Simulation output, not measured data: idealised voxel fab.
process module | voxel capacitor over wiring
cross-section cut | 290 nm wide | cells 5 nm
A cross-section is a grid of square cells, given in bands from the top down. A band is one or more rows of cells.
Each band's line starts with the height of the band's top and of its bottom, in nm. Then come its materials from left to right, each with its width in nm. One material with "throughout" fills the band from edge to edge. "air" is empty space.
Height 0 is the level under which the wafer as received is all one material. The lowest band goes on downwards, as in "0 down".
A width such as "30 to 40" changes by the same amount from each row of cells to the next, from the band's top row to its bottom row.
"no change" after a step means that no cell of the cross-section changed.
closed voids: empty space of 8 cells or more with no open way to the top, each as width x height at its distance from the left edge, in nm
after a step's settings: what the simulator itself notes on the step
overlay nm, on a step with a mask: how far to the right of its planned place the mask lay; to the left if negative
plan
1 op RECEIVE | material Si
2 op CONFORMAL_DEP | material SiO2 | thk nm 10
3 op CONFORMAL_DEP | material SiCN | thk nm 5
4 op DIRECTIONAL_DEP | material lowk | thk nm 15
5 op MASKED_ETCH | tone open | mask id METAL_1 | width nm 30 | pitch nm 100 | etch materials lowk | depth nm 15 | overlay nm 0
6 op MASKED_ETCH | tone open | mask id METAL_1 | width nm 30 | pitch nm 100 | etch materials SiCN | depth nm 5 | overlay nm 0
7 op CONFORMAL_DEP | material TiN | thk nm 5
8 op FILL_DEP | material Ru | thk nm 10
9 op CMP | height nm 30
10 op CONFORMAL_DEP | material SiCN | thk nm 5
11 op DIRECTIONAL_DEP | material lowk | thk nm 15
12 op DIRECTIONAL_DEP | material aC | thk nm 15
13 op PATTERN | tone open | mask id PLUG_1 | material resist | width nm 15 | thk nm 30 | overlay nm 0
14 op DIRECTIONAL_ETCH | etch materials aC | depth nm 15
15 op STRIP | etch materials resist
16 op DIRECTIONAL_ETCH | etch materials lowk | depth nm 15
17 op DIRECTIONAL_ETCH | etch materials SiCN | depth nm 5
18 op STRIP | etch materials aC
19 op EPI | material Ru | thk nm 10
20 op EPI | material Ru | thk nm 10
21 op DIRECTIONAL_DEP | material TiN | thk nm 5
22 op DIRECTIONAL_DEP | material Al2O3 | thk nm 5
23 op DIRECTIONAL_DEP | material TiN | thk nm 10
24 op MASKED_ETCH | tone cover | mask id UPPER_PLATE | width nm 75 | etch materials TiN | depth nm 10 | overlay nm 0
25 op MASKED_ETCH | tone cover | mask id UPPER_PLATE | width nm 75 | etch materials Al2O3 | depth nm 5 | overlay nm 0
26 op DIRECTIONAL_DEP | material aC | thk nm 15
27 op PATTERN | tone cover | mask id LOWER_PLATE | material resist | width nm 85 | thk nm 35 | overlay nm 0
28 op DIRECTIONAL_ETCH | etch materials aC | depth nm 15
29 op STRIP | etch materials resist
30 op DIRECTIONAL_ETCH | etch materials TiN | depth nm 5
31 op STRIP | etch materials aC
32 op FILL_DEP | material SiO2 | thk nm 15
33 op CMP | height nm 80
34 op PATTERN | tone open | mask id PLUG_2 | material resist | width nm 15 | thk nm 15 | overlay nm 0
35 op DIRECTIONAL_ETCH | etch materials SiO2 | depth nm 10
36 op STRIP | etch materials resist
37 op CONFORMAL_DEP | material TiN | thk nm 5
38 op FILL_DEP | material Cu | thk nm 10
39 op CMP | height nm 80
40 op CONFORMAL_DEP | material SiN | thk nm 5
first wafer, as planned
as received, after step 1
  0 down: Si throughout
  closed voids: none
after step 2
  10 to 0: SiO2 throughout
  below 0: unchanged
after step 3
  15 to 10: SiCN throughout
  below 10: unchanged
after step 4
  30 to 15: lowk throughout
  below 15: unchanged
after step 5
  30 to 15: lowk 80 | air 30 | lowk 70 | air 30 | lowk 80
  below 15: unchanged
after step 6
  30 to 15: lowk 80 | air 30 | lowk 70 | air 30 | lowk 80
  15 to 10: SiCN 80 | air 30 | SiCN 70 | air 30 | SiCN 80
  below 10: unchanged
after step 7
  35 to 30: TiN 85 | air 20 | TiN 80 | air 20 | TiN 85
  30 to 15: lowk 80 | TiN 5 | air 20 | TiN 5 | lowk 70 | TiN 5 | air 20 | TiN 5 | lowk 80
  15 to 10: SiCN 80 | TiN 30 | SiCN 70 | TiN 30 | SiCN 80
  below 10: unchanged
after step 8
  45 to 35: Ru throughout
  35 to 30: TiN 85 | Ru 20 | TiN 80 | Ru 20 | TiN 85
  30 to 15: lowk 80 | TiN 5 | Ru 20 | TiN 5 | lowk 70 | TiN 5 | Ru 20 | TiN 5 | lowk 80
  below 15: unchanged
after step 9
  30 to 15: lowk 80 | TiN 5 | Ru 20 | TiN 5 | lowk 70 | TiN 5 | Ru 20 | TiN 5 | lowk 80
  below 15: unchanged
after step 10
  35 to 30: SiCN throughout
  below 30: unchanged
after step 11
  50 to 35: lowk throughout
  below 35: unchanged
after step 12
  65 to 50: aC throughout
  below 50: unchanged
after step 13
  95 to 65: resist 95 | air 15 | resist 180
  below 65: unchanged
after step 14
  80 to 65: resist 95 | air 15 | resist 180
  65 to 50: aC 95 | air 15 | aC 180
  below 50: unchanged
after step 15
  65 to 50: aC 95 | air 15 | aC 180
  below 50: unchanged
after step 16
  65 to 50: aC 95 | air 15 | aC 180
  50 to 35: lowk 95 | air 15 | lowk 180
  below 35: unchanged
after step 17
  65 to 50: aC 95 | air 15 | aC 180
  50 to 35: lowk 95 | air 15 | lowk 180
  35 to 30: SiCN 95 | air 15 | SiCN 180
  below 30: unchanged
after step 18
  50 to 35: lowk 95 | air 15 | lowk 180
  below 35: unchanged
after step 19
  50 to 40: lowk 95 | air 15 | lowk 180
  40 to 35: lowk 95 | Ru 15 | lowk 180
  35 to 30: SiCN 95 | Ru 15 | SiCN 180
  below 30: unchanged
after step 20
  50 to 35: lowk 95 | Ru 15 | lowk 180
  below 35: unchanged
after step 21
  55 to 50: TiN throughout
  below 50: unchanged
after step 22
  60 to 55: Al2O3 throughout
  below 55: unchanged
after step 23
  70 to 60: TiN throughout
  below 60: unchanged
after step 24
  70 to 60: air 95 | TiN 75 | air 120
  below 60: unchanged
after step 25
  70 to 60: air 95 | TiN 75 | air 120
  60 to 55: air 95 | Al2O3 75 | air 120
  below 55: unchanged
after step 26
  85 to 70: air 95 | aC 75 | air 120
  70 to 60: aC 95 | TiN 75 | aC 120
  60 to 55: aC 95 | Al2O3 75 | aC 120
  below 55: unchanged
after step 27
  120 to 85: air 90 | resist 85 | air 115
  85 to 70: air 90 | resist 5 | aC 75 | resist 5 | air 115
  below 70: unchanged
after step 28
  105 to 85: air 90 | resist 85 | air 115
  85 to 70: air 90 | resist 5 | aC 75 | resist 5 | air 115
  70 to 60: air 90 | aC 5 | TiN 75 | aC 5 | air 115
  60 to 55: air 90 | aC 5 | Al2O3 75 | aC 5 | air 115
  below 55: unchanged
after step 29
  85 to 70: air 95 | aC 75 | air 120
  below 70: unchanged
after step 30
  85 to 70: air 95 | aC 75 | air 120
  70 to 60: air 90 | aC 5 | TiN 75 | aC 5 | air 115
  60 to 55: air 90 | aC 5 | Al2O3 75 | aC 5 | air 115
  55 to 50: air 90 | TiN 85 | air 115
  below 50: unchanged
after step 31
  70 to 60: air 95 | TiN 75 | air 120
  60 to 55: air 95 | Al2O3 75 | air 120
  below 55: unchanged
after step 32
  85 to 70: SiO2 throughout
  70 to 60: SiO2 95 | TiN 75 | SiO2 120
  60 to 55: SiO2 95 | Al2O3 75 | SiO2 120
  55 to 50: SiO2 90 | TiN 85 | SiO2 115
  below 50: unchanged
after step 33
  80 to 70: SiO2 throughout
  below 70: unchanged
after step 34
  95 to 80: resist 105 | air 15 | resist 170
  below 80: unchanged
after step 35
  95 to 80: resist 105 | air 15 | resist 170
  80 to 70: SiO2 105 | air 15 | SiO2 170
  below 70: unchanged
after step 36
  80 to 70: SiO2 105 | air 15 | SiO2 170
  below 70: unchanged
after step 37
  85 to 80: TiN 110 | air 5 | TiN 175
  80 to 75: SiO2 105 | TiN 5 | air 5 | TiN 5 | SiO2 170
  75 to 70: SiO2 105 | TiN 15 | SiO2 170
  below 70: unchanged
after step 38
  95 to 85: Cu throughout
  85 to 80: TiN 110 | Cu 5 | TiN 175
  80 to 75: SiO2 105 | TiN 5 | Cu 5 | TiN 5 | SiO2 170
  below 75: unchanged
after step 39
  80 to 75: SiO2 105 | TiN 5 | Cu 5 | TiN 5 | SiO2 170
  below 75: unchanged
after step 40
  85 to 80: SiN throughout
  below 80: unchanged
second wafer: like start, like plan, one mistake. Through step 26 it matches the first wafer
when step 27 should have ended
  120 to 85: air 95 | resist 75 | air 120
  below 85: unchanged
when step 28 should have ended
  105 to 85: air 95 | resist 75 | air 120
  85 to 70: air 95 | aC 75 | air 120
  70 to 60: air 95 | TiN 75 | air 120
  60 to 55: air 95 | Al2O3 75 | air 120
  below 55: unchanged
when step 29 should have ended
  85 to 70: air 95 | aC 75 | air 120
  below 70: unchanged
when step 30 should have ended
  85 to 70: air 95 | aC 75 | air 120
  70 to 60: air 95 | TiN 75 | air 120
  60 to 55: air 95 | Al2O3 75 | air 120
  55 to 50: air 95 | TiN 75 | air 120
  below 50: unchanged
when step 31 should have ended
  70 to 60: air 95 | TiN 75 | air 120
  below 60: unchanged
when step 32 should have ended
  85 to 70: SiO2 throughout
  70 to 60: SiO2 95 | TiN 75 | SiO2 120
  60 to 55: SiO2 95 | Al2O3 75 | SiO2 120
  55 to 50: SiO2 95 | TiN 75 | SiO2 120
  below 50: unchanged
when step 33 should have ended
  80 to 70: SiO2 throughout
  below 70: unchanged
when step 34 should have ended
  95 to 80: resist 105 | air 15 | resist 170
  below 80: unchanged
when step 35 should have ended
  95 to 80: resist 105 | air 15 | resist 170
  80 to 70: SiO2 105 | air 15 | SiO2 170
  below 70: unchanged
when step 36 should have ended
  80 to 70: SiO2 105 | air 15 | SiO2 170
  below 70: unchanged
when step 37 should have ended
  85 to 80: TiN 110 | air 5 | TiN 175
  80 to 75: SiO2 105 | TiN 5 | air 5 | TiN 5 | SiO2 170
  75 to 70: SiO2 105 | TiN 15 | SiO2 170
  below 70: unchanged
when step 38 should have ended
  95 to 85: Cu throughout
  85 to 80: TiN 110 | Cu 5 | TiN 175
  80 to 75: SiO2 105 | TiN 5 | Cu 5 | TiN 5 | SiO2 170
  below 75: unchanged
when step 39 should have ended
  80 to 75: SiO2 105 | TiN 5 | Cu 5 | TiN 5 | SiO2 170
  below 75: unchanged
when step 40 should have ended
  85 to 80: SiN throughout
  below 80: unchanged
what went wrong: step 27 ran as: op PATTERN | tone cover | mask id LOWER_PLATE | material resist | width nm 75 | thk nm 35 | overlay nm 0
at the end the second wafer has, in cells: 2 more of SiO2 | 2 fewer of TiN
